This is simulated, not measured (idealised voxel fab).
Documented hereafter: the process module known as voxel capacitor over wiring.
It is cross-section cut that appears here, measuring 225 nm in width, its square cells being 5 nm in size.
Think of the cross-section as a grid of square cells. We describe it in bands, top to bottom, and each band covers one or more rows of those cells. Top height, bottom height, nm. Materials left to right, width each, nm. Single material + "all across" = fills band edge to edge. "air" = empty. Note: height 0 marks the level under which the wafer is uniformly one material as received. Lowest band unbounded below, written "z 0 and below". A width given as "30 to 40" starts at the first number in the band's top row and ends at the second number in its bottom row, shifting by an equal amount at every step from row to row. "remains unaltered", as given for a step, is the statement that not any cell of the cross-section underwent a change during that step. "Fully enclosed voids" enumerates empty spaces isolated from the top, with no open way to it, that contain at least 8 cells, giving each as width x height at distance from the left edge, all three in nm. Formally, on a step line, whatever follows the settings is a remark that the simulator itself makes on the step. overlay nm, on a step with a mask: how far to the right of its planned place the mask lay; to the left if negative.

This section lists the process steps that were planned
| 1 | RECEIVE [material Si] |
| 2 | CONFORMAL_DEP [material SiO2] [thk nm 15] |
| 3 | DIRECTIONAL_DEP [material TiN] [thk nm 5] |
| 4 | DIRECTIONAL_DEP [material W] [thk nm 15] |
| 5 | MASKED_ETCH [tone cover] [mask id METAL_1] [width nm 25] [pitch nm 95] [etch materials W] [depth nm 15] [overlay nm 0] |
| 6 | MASKED_ETCH [tone cover] [mask id METAL_1] [width nm 25] [pitch nm 95] [etch materials TiN] [depth nm 5] [overlay nm 0] |
| 7 | CONFORMAL_DEP [material SiCN] [thk nm 5] |
| 8 | FILL_DEP [material lowk] [thk nm 5] |
| 9 | CMP [height nm 35] |
| 10 | CONFORMAL_DEP [material SiCN] [thk nm 5] |
| 11 | DIRECTIONAL_DEP [material lowk] [thk nm 15] |
| 12 | PATTERN [tone open] [mask id PLUG_1] [material resist] [width nm 15] [thk nm 20] [overlay nm 0] |
| 13 | DIRECTIONAL_ETCH [etch materials lowk] [depth nm 15] |
| 14 | DIRECTIONAL_ETCH [etch materials SiCN] [depth nm 5] |
| 15 | STRIP [etch materials resist] |
| 16 | CONFORMAL_DEP [material TiN] [thk nm 5] |
| 17 | FILL_DEP [material Ru] [thk nm 10] |
| 18 | CMP [height nm 55] |
| 19 | DIRECTIONAL_DEP [material TiN] [thk nm 5] |
| 20 | DIRECTIONAL_DEP [material SiN] [thk nm 5] |
| 21 | DIRECTIONAL_DEP [material TiN] [thk nm 5] |
| 22 | PATTERN [tone cover] [mask id UPPER_PLATE] [material resist] [width nm 75] [thk nm 15] [overlay nm 0] |
| 23 | DIRECTIONAL_ETCH [etch materials TiN] [depth nm 5] |
| 24 | DIRECTIONAL_ETCH [etch materials SiN] [depth nm 5] |
| 25 | STRIP [etch materials resist] |
| 26 | MASKED_ETCH [tone cover] [mask id LOWER_PLATE] [width nm 85] [etch materials TiN] [depth nm 5] [overlay nm 0] |
| 27 | FILL_DEP [material SiO2] [thk nm 20] |
| 28 | CMP [height nm 85] |
| 29 | MASKED_ETCH [tone open] [mask id PLUG_2] [width nm 15] [etch materials SiO2] [depth nm 15] [overlay nm 0] |
| 30 | CONFORMAL_DEP [material TiN] [thk nm 5] |
| 31 | FILL_DEP [material Ru] [thk nm 10] |
| 32 | CMP [height nm 85] |
| 33 | CONFORMAL_DEP [material SiN] [thk nm 5] |

Cross-sectional view of the wafer in its as-received condition, corresponding to the state after step 1
> z 0 and below  Si all across
> Fully enclosed voids: none

End-of-module cross-section of the first of two wafers, processed as planned
> z 90 to 85  SiN all across
> z 85 to 75  SiO2 70 nm  TiN 5 nm  Ru 5 nm  TiN 5 nm  SiO2 140 nm
> z 75 to 65  SiO2 70 to 60 nm  TiN 15 to 75 nm  SiO2 140 to 90 nm
> z 65 to 60  SiO2 60 nm  SiN 75 nm  SiO2 90 nm
> z 60 to 55  SiO2 55 nm  TiN 85 nm  SiO2 85 nm
> z 55 to 40  lowk 60 nm  TiN 5 nm  Ru 5 nm  TiN 5 nm  lowk 150 nm
> z 40 to 35  SiCN 60 nm  TiN 15 nm  SiCN 150 nm
> z 35 to 20  lowk 45 nm  SiCN 5 nm  W 25 nm  SiCN 5 nm  lowk 60 nm  SiCN 5 nm  W 25 nm  SiCN 5 nm  lowk 50 nm
> z 20 to 15  SiCN 50 nm  TiN 25 nm  SiCN 70 nm  TiN 25 nm  SiCN 55 nm
> z 15 to 0  SiO2 all across
> z 0 and below  Si all across
> Fully enclosed voids: none

Cross-section at end of module for the second wafer of two, which matched the first in starting point and plan and differed by one mistake in its processing
> z 90 to 85  SiN all across
> z 85 to 75  SiO2 70 nm  TiN 5 nm  Ru 5 nm  TiN 5 nm  SiO2 140 nm
> z 75 to 65  SiO2 70 to 60 nm  TiN 15 to 75 nm  SiO2 140 to 90 nm
> z 65 to 60  SiO2 60 nm  SiN 75 nm  SiO2 90 nm
> z 60 to 55  SiO2 55 nm  TiN 85 nm  SiO2 85 nm
> z 55 to 40  lowk 60 nm  TiN 5 nm  Ru 5 nm  TiN 5 nm  lowk 150 nm
> z 40 to 35  SiCN 60 nm  TiN 15 nm  SiCN 150 nm
> z 35 to 25  lowk 45 nm  SiCN 5 nm  W 25 nm  SiCN 5 nm  lowk 60 nm  SiCN 5 nm  W 25 nm  SiCN 5 nm  lowk 50 nm
> z 25 to 20  SiCN 50 nm  W 25 nm  SiCN 70 nm  W 25 nm  SiCN 55 nm
> z 20 to 0  SiO2 all across
> z 0 and below  Si all across
> Fully enclosed voids: none
Misprocessing identified: note that step 3 departed from the planned setting and was carried out as DIRECTIONAL_DEP [material SiO2] [thk nm 5]
Cell-count delta at end, second wafer over first, by material: SiCN -4; SiO2 +45; TiN -10; lowk -31
